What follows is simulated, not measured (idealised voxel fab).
Process module in this document: voxel capacitor over wiring
The cross-section on display is named cut; it measures 240 nm wide, and its cells are 5 nm squares.
Cross-section, as written here: a square-cell grid given band by band from the top down, where a band holds one or more rows of cells. Band: top and bottom heights (nm) first, top before bottom; then materials from left to right, widths in nm. "throughout" marks a sole material filling the band edge to edge. "air" denotes empty space. Heads up on the height convention: 0 is the point under which the incoming wafer is all one material, and the lowest band has no bottom, it just keeps going down, like "z 0 and below". Width spec "30 to 40" -> top row of cells at first value, bottom row at second value, equal per-row change in between. "changes: none" means the step left every cell of the cross-section as it was. Entry "Closed void register" = empty spaces >= 8 cells with no open way to the top; each as width x height at distance, distance from left edge, all nm. Note: text after step settings on the step line = simulator remark on that step. overlay nm: mask offset rightward from planned place, masked step; negative means leftward offset.
Intended process steps
- 1: RECEIVE,material Si
- 2: CONFORMAL_DEP,material SiO2,thk nm 10
- 3: CONFORMAL_DEP,material SiCN,thk nm 5
- 4: DIRECTIONAL_DEP,material lowk,thk nm 20
- 5: DIRECTIONAL_DEP,material aC,thk nm 10
- 6: PATTERN,tone open,mask id METAL_1,material resist,width nm 30,pitch nm 80,thk nm 30,overlay nm 0
- 7: DIRECTIONAL_ETCH,etch materials aC,depth nm 10
- 8: STRIP,etch materials resist
- 9: DIRECTIONAL_ETCH,etch materials lowk,depth nm 20
- 10: DIRECTIONAL_ETCH,etch materials SiCN,depth nm 5
- 11: STRIP,etch materials aC
- 12: CONFORMAL_DEP,material TiN,thk nm 5
- 13: FILL_DEP,material Cu,thk nm 5
- 14: CMP,height nm 35
- 15: EPI,material Ru,thk nm 5
- 16: FILL_DEP,material SiCN,thk nm 5
- 17: DIRECTIONAL_DEP,material SiO2,thk nm 20
- 18: DIRECTIONAL_DEP,material aC,thk nm 15
- 19: PATTERN,tone open,mask id PLUG_1,material resist,width nm 15,thk nm 35,overlay nm -15
- 20: DIRECTIONAL_ETCH,etch materials aC,depth nm 15
- 21: STRIP,etch materials resist
- 22: DIRECTIONAL_ETCH,etch materials SiO2,depth nm 20
- 23: DIRECTIONAL_ETCH,etch materials SiCN,depth nm 5
- 24: STRIP,etch materials aC
- 25: EPI,material Ru,thk nm 10
- 26: EPI,material Ru,thk nm 10
- 27: EPI,material Ru,thk nm 5
- 28: DIRECTIONAL_DEP,material TiN,thk nm 5
- 29: DIRECTIONAL_DEP,material SiN,thk nm 5
- 30: DIRECTIONAL_DEP,material TiN,thk nm 10
- 31: DIRECTIONAL_DEP,material aC,thk nm 15
- 32: PATTERN,tone cover,mask id UPPER_PLATE,material resist,width nm 55,thk nm 35,overlay nm 0
- 33: DIRECTIONAL_ETCH,etch materials aC,depth nm 15
- 34: STRIP,etch materials resist
- 35: DIRECTIONAL_ETCH,etch materials TiN,depth nm 10
- 36: DIRECTIONAL_ETCH,etch materials SiN,depth nm 5
- 37: STRIP,etch materials aC
- 38: MASKED_ETCH,tone cover,mask id LOWER_PLATE,width nm 65,etch materials TiN,depth nm 5,overlay nm 0
- 39: FILL_DEP,material SiO2,thk nm 15
- 40: CMP,height nm 95
- 41: MASKED_ETCH,tone open,mask id PLUG_2,width nm 15,etch materials SiO2,depth nm 10,overlay nm 0
- 42: CONFORMAL_DEP,material TiN,thk nm 5
- 43: FILL_DEP,material Ru,thk nm 5
- 44: CMP,height nm 95
- 45: CONFORMAL_DEP,material SiN,thk nm 5
Be aware that, although all wafers share a common starting state, the overlay nm at step 19 differs among them, and the plan displays the first wafer's value.
Sectional view: first of several wafers, as received, after step 1
  z 0 and below  Si throughout
  Closed void register: none
Tabulated below, wafer by wafer, are the end-of-module results: for each material, the number of cells gained (+) or lost (-) relative to the as-received state, followed by the closed voids
overlay nm -15; +32 Cu; +32 Ru; +113 SiCN; +59 SiN; +512 SiO2; +68 TiN; +144 lowk; Closed void register: none
overlay nm -10; +32 Cu; +32 Ru; +113 SiCN; +59 SiN; +512 SiO2; +68 TiN; +144 lowk; Closed void register: none
overlay nm -5; +32 Cu; +32 Ru; +113 SiCN; +59 SiN; +512 SiO2; +68 TiN; +144 lowk; Closed void register: none
overlay nm 0; +32 Cu; +32 Ru; +113 SiCN; +59 SiN; +512 SiO2; +68 TiN; +144 lowk; Closed void register: none
overlay nm 5; +32 Cu; +32 Ru; +113 SiCN; +59 SiN; +512 SiO2; +68 TiN; +144 lowk; Closed void register: none
overlay nm 10; +32 Cu; +32 Ru; +113 SiCN; +59 SiN; +512 SiO2; +68 TiN; +144 lowk; Closed void register: none
overlay nm 15; +32 Cu; +32 Ru; +113 SiCN; +59 SiN; +512 SiO2; +68 TiN; +144 lowk; Closed void register: none
